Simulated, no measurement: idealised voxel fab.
The document below concerns the process module designated voxel self aligned vias.
Displayed cross-section: cut, width of 295 nm, square cells sized 5 nm.
A cross-section is a grid of square cells, given in bands from the top down. A band is one or more rows of cells.
Within each band entry, the heights of the top and of the bottom of the band appear first, in that order and in nm; the materials of the band then follow from left to right, each with its corresponding width in nm. The designation "edge to edge" on a single material indicates that it fills the band from edge to edge; the designation "air" indicates empty space.
Convention: height 0 is the level below which the wafer, as received, is all one material. The lowest band does not terminate at the bottom but continues downward, represented as "0 down".
A two-number width, for instance "30 to 40", indicates that the width is equal to the first number in the top row of the band and to the second number in the bottom row, and that it changes by a constant amount per row of cells.
The designation "everything unchanged", where it is given for a processing step, indicates that no cell of the cross-section was altered in the course of that step.
The label "Unvented cavities" introduces a list of the empty spaces, 8 cells or larger, that have no open way up to the top; each entry in it reads width x height at distance, where the distance is taken from the left edge and all three are stated in nm.
Post-settings text on a step line: simulator's own remark regarding the step.
The setting "overlay nm" may be written on the line of a step. When the step uses a mask, the value reports how far to the right of the planned place the mask lay, and a negative value reports that it lay to the left.

Steps in the process plan:
- 1: RECEIVE,material Si
- 2: CONFORMAL_DEP,material SiO2,thk nm 10
- 3: CONFORMAL_DEP,material SiCN,thk nm 5
- 4: DIRECTIONAL_DEP,material SiO2,thk nm 30
- 5: MASKED_ETCH,tone open,mask id LINES,width nm 25,pitch nm 65,etch materials SiO2,depth nm 30,overlay nm 0
- 6: CONFORMAL_DEP,material TiN,thk nm 5
- 7: FILL_DEP,material W,thk nm 10
- 8: CMP,height nm 45
- 9: SELECTIVE_ETCH,etch materials W Ru TiN,depth nm 10
- 10: FILL_DEP,material SiN,thk nm 5
- 11: CMP,height nm 45
- 12: DIRECTIONAL_DEP,material SiO2,thk nm 15
- 13: PATTERN,tone open,mask id VIAS,material resist,width nm 35,pitch nm 130,thk nm 15,overlay nm 0
- 14: DIRECTIONAL_ETCH,etch materials SiO2,depth nm 15
- 15: DIRECTIONAL_ETCH,etch materials SiN,depth nm 10
- 16: STRIP,etch materials resist
- 17: CONFORMAL_DEP,material TiN,thk nm 5
- 18: FILL_DEP,material Ru,thk nm 10
- 19: CMP,height nm 60
- 20: CONFORMAL_DEP,material SiCN,thk nm 5

Wafer, first of two, run as planned:

Delivered wafer in cross-section: state after step 1:
- 0 down = Si edge to edge
- Unvented cavities: none

Cross-section: wafer state after step 2:
- 10 to 0 = SiO2 edge to edge
- At heights below 0, the structure remains unaltered.

Cross-section: wafer state after step 3:
- 15 to 10 = SiCN edge to edge
- At heights below 10, the structure remains unaltered.

Cross-section: wafer state after step 4:
- 45 to 15 = SiO2 edge to edge
- At heights below 15, the structure remains unaltered.

Cross-section: wafer state after step 5:
- 45 to 15 = SiO2=70, air=25, SiO2=40, air=25, SiO2=40, air=25, SiO2=70
- At heights below 15, the structure remains unaltered.

Cross-section: wafer state after step 6:
- 50 to 45 = TiN=75, air=15, TiN=50, air=15, TiN=50, air=15, TiN=75
- 45 to 20 = SiO2=70, TiN=5, air=15, TiN=5, SiO2=40, TiN=5, air=15, TiN=5, SiO2=40, TiN=5, air=15, TiN=5, SiO2=70
- 20 to 15 = SiO2=70, TiN=25, SiO2=40, TiN=25, SiO2=40, TiN=25, SiO2=70
- At heights below 15, the structure remains unaltered.

Cross-section: wafer state after step 7:
- 60 to 50 = W edge to edge
- 50 to 45 = TiN=75, W=15, TiN=50, W=15, TiN=50, W=15, TiN=75
- 45 to 20 = SiO2=70, TiN=5, W=15, TiN=5, SiO2=40, TiN=5, W=15, TiN=5, SiO2=40, TiN=5, W=15, TiN=5, SiO2=70
- At heights below 20, the structure remains unaltered.

Cross-section: wafer state after step 8:
- 45 to 20 = SiO2=70, TiN=5, W=15, TiN=5, SiO2=40, TiN=5, W=15, TiN=5, SiO2=40, TiN=5, W=15, TiN=5, SiO2=70
- At heights below 20, the structure remains unaltered.

Cross-section: wafer state after step 9:
- 45 to 35 = SiO2=70, air=25, SiO2=40, air=25, SiO2=40, air=25, SiO2=70
- At heights below 35, the structure remains unaltered.

Cross-section: wafer state after step 10:
- 50 to 45 = SiN edge to edge
- 45 to 35 = SiO2=70, SiN=25, SiO2=40, SiN=25, SiO2=40, SiN=25, SiO2=70
- At heights below 35, the structure remains unaltered.

Cross-section: wafer state after step 11:
- 45 to 35 = SiO2=70, SiN=25, SiO2=40, SiN=25, SiO2=40, SiN=25, SiO2=70
- At heights below 35, the structure remains unaltered.

Cross-section: wafer state after step 12:
- 60 to 45 = SiO2 edge to edge
- At heights below 45, the structure remains unaltered.

Cross-section: wafer state after step 13:
- 75 to 60 = resist=65, air=35, resist=95, air=35, resist=65
- At heights below 60, the structure remains unaltered.

Cross-section: wafer state after step 14:
- 75 to 60 = resist=65, air=35, resist=95, air=35, resist=65
- 60 to 45 = SiO2=65, air=35, SiO2=95, air=35, SiO2=65
- At heights below 45, the structure remains unaltered.

Cross-section: wafer state after step 15:
- 75 to 60 = resist=65, air=35, resist=95, air=35, resist=65
- 60 to 45 = SiO2=65, air=35, SiO2=95, air=35, SiO2=65
- 45 to 35 = SiO2=70, air=25, SiO2=40, SiN=25, SiO2=40, air=25, SiO2=70
- At heights below 35, the structure remains unaltered.

Cross-section: wafer state after step 16:
- 60 to 45 = SiO2=65, air=35, SiO2=95, air=35, SiO2=65
- At heights below 45, the structure remains unaltered.

Cross-section: wafer state after step 17:
- 65 to 60 = TiN=70, air=25, TiN=105, air=25, TiN=70
- 60 to 50 = SiO2=65, TiN=5, air=25, TiN=5, SiO2=95, TiN=5, air=25, TiN=5, SiO2=65
- 50 to 45 = SiO2=65, TiN=10, air=15, TiN=10, SiO2=95, TiN=10, air=15, TiN=10, SiO2=65
- 45 to 40 = SiO2=70, TiN=5, air=15, TiN=5, SiO2=40, SiN=25, SiO2=40, TiN=5, air=15, TiN=5, SiO2=70
- 40 to 35 = SiO2=70, TiN=25, SiO2=40, SiN=25, SiO2=40, TiN=25, SiO2=70
- At heights below 35, the structure remains unaltered.

Cross-section: wafer state after step 18:
- 75 to 65 = Ru edge to edge
- 65 to 60 = TiN=70, Ru=25, TiN=105, Ru=25, TiN=70
- 60 to 50 = SiO2=65, TiN=5, Ru=25, TiN=5, SiO2=95, TiN=5, Ru=25, TiN=5, SiO2=65
- 50 to 45 = SiO2=65, TiN=10, Ru=15, TiN=10, SiO2=95, TiN=10, Ru=15, TiN=10, SiO2=65
- 45 to 40 = SiO2=70, TiN=5, Ru=15, TiN=5, SiO2=40, SiN=25, SiO2=40, TiN=5, Ru=15, TiN=5, SiO2=70
- At heights below 40, the structure remains unaltered.

Cross-section: wafer state after step 19:
- 60 to 50 = SiO2=65, TiN=5, Ru=25, TiN=5, SiO2=95, TiN=5, Ru=25, TiN=5, SiO2=65
- At heights below 50, the structure remains unaltered.

Cross-section: wafer state after step 20:
- 65 to 60 = SiCN edge to edge
- At heights below 60, the structure remains unaltered.

Wafer two of the pair: same origin, same plan, one error during the run; identical to wafer one up to and including step 1:

The second wafer in cross-section, at the planned close of step 2:
- 5 to 0 = SiCN edge to edge
- At heights below 0, the structure remains unaltered.

The second wafer in cross-section, at the planned close of step 3:
- 15 to 5 = SiO2 edge to edge
- At heights below 5, the structure remains unaltered.

The second wafer in cross-section, at the planned close of step 4:
- 45 to 5 = SiO2 edge to edge
- At heights below 5, the structure remains unaltered.

The second wafer in cross-section, at the planned close of step 5:
- 45 to 15 = SiO2=70, air=25, SiO2=40, air=25, SiO2=40, air=25, SiO2=70
- At heights below 15, the structure remains unaltered.

The second wafer in cross-section, at the planned close of step 6:
- 50 to 45 = TiN=75, air=15, TiN=50, air=15, TiN=50, air=15, TiN=75
- 45 to 20 = SiO2=70, TiN=5, air=15, TiN=5, SiO2=40, TiN=5, air=15, TiN=5, SiO2=40, TiN=5, air=15, TiN=5, SiO2=70
- 20 to 15 = SiO2=70, TiN=25, SiO2=40, TiN=25, SiO2=40, TiN=25, SiO2=70
- At heights below 15, the structure remains unaltered.

The second wafer in cross-section, at the planned close of step 7:
- 60 to 50 = W edge to edge
- 50 to 45 = TiN=75, W=15, TiN=50, W=15, TiN=50, W=15, TiN=75
- 45 to 20 = SiO2=70, TiN=5, W=15, TiN=5, SiO2=40, TiN=5, W=15, TiN=5, SiO2=40, TiN=5, W=15, TiN=5, SiO2=70
- At heights below 20, the structure remains unaltered.

The second wafer in cross-section, at the planned close of step 8:
- 45 to 20 = SiO2=70, TiN=5, W=15, TiN=5, SiO2=40, TiN=5, W=15, TiN=5, SiO2=40, TiN=5, W=15, TiN=5, SiO2=70
- At heights below 20, the structure remains unaltered.

The second wafer in cross-section, at the planned close of step 9:
- 45 to 35 = SiO2=70, air=25, SiO2=40, air=25, SiO2=40, air=25, SiO2=70
- At heights below 35, the structure remains unaltered.

The second wafer in cross-section, at the planned close of step 10:
- 50 to 45 = SiN edge to edge
- 45 to 35 = SiO2=70, SiN=25, SiO2=40, SiN=25, SiO2=40, SiN=25, SiO2=70
- At heights below 35, the structure remains unaltered.

The second wafer in cross-section, at the planned close of step 11:
- 45 to 35 = SiO2=70, SiN=25, SiO2=40, SiN=25, SiO2=40, SiN=25, SiO2=70
- At heights below 35, the structure remains unaltered.

The second wafer in cross-section, at the planned close of step 12:
- 60 to 45 = SiO2 edge to edge
- At heights below 45, the structure remains unaltered.

The second wafer in cross-section, at the planned close of step 13:
- 75 to 60 = resist=65, air=35, resist=95, air=35, resist=65
- At heights below 60, the structure remains unaltered.

The second wafer in cross-section, at the planned close of step 14:
- 75 to 60 = resist=65, air=35, resist=95, air=35, resist=65
- 60 to 45 = SiO2=65, air=35, SiO2=95, air=35, SiO2=65
- At heights below 45, the structure remains unaltered.

The second wafer in cross-section, at the planned close of step 15:
- 75 to 60 = resist=65, air=35, resist=95, air=35, resist=65
- 60 to 45 = SiO2=65, air=35, SiO2=95, air=35, SiO2=65
- 45 to 35 = SiO2=70, air=25, SiO2=40, SiN=25, SiO2=40, air=25, SiO2=70
- At heights below 35, the structure remains unaltered.

The second wafer in cross-section, at the planned close of step 16:
- 60 to 45 = SiO2=65, air=35, SiO2=95, air=35, SiO2=65
- At heights below 45, the structure remains unaltered.

The second wafer in cross-section, at the planned close of step 17:
- 65 to 60 = TiN=70, air=25, TiN=105, air=25, TiN=70
- 60 to 50 = SiO2=65, TiN=5, air=25, TiN=5, SiO2=95, TiN=5, air=25, TiN=5, SiO2=65
- 50 to 45 = SiO2=65, TiN=10, air=15, TiN=10, SiO2=95, TiN=10, air=15, TiN=10, SiO2=65
- 45 to 40 = SiO2=70, TiN=5, air=15, TiN=5, SiO2=40, SiN=25, SiO2=40, TiN=5, air=15, TiN=5, SiO2=70
- 40 to 35 = SiO2=70, TiN=25, SiO2=40, SiN=25, SiO2=40, TiN=25, SiO2=70
- At heights below 35, the structure remains unaltered.

The second wafer in cross-section, at the planned close of step 18:
- 75 to 65 = Ru edge to edge
- 65 to 60 = TiN=70, Ru=25, TiN=105, Ru=25, TiN=70
- 60 to 50 = SiO2=65, TiN=5, Ru=25, TiN=5, SiO2=95, TiN=5, Ru=25, TiN=5, SiO2=65
- 50 to 45 = SiO2=65, TiN=10, Ru=15, TiN=10, SiO2=95, TiN=10, Ru=15, TiN=10, SiO2=65
- 45 to 40 = SiO2=70, TiN=5, Ru=15, TiN=5, SiO2=40, SiN=25, SiO2=40, TiN=5, Ru=15, TiN=5, SiO2=70
- At heights below 40, the structure remains unaltered.

The second wafer in cross-section, at the planned close of step 19:
- 60 to 50 = SiO2=65, TiN=5, Ru=25, TiN=5, SiO2=95, TiN=5, Ru=25, TiN=5, SiO2=65
- At heights below 50, the structure remains unaltered.

The second wafer in cross-section, at the planned close of step 20:
- 65 to 60 = SiCN edge to edge
- At heights below 60, the structure remains unaltered.
Misprocessing identified: plan steps 2 and 3 run swapped
Upon completion, the cell count for each material on the second wafer equals that on the first, whereas the spatial distribution of those cells differs.
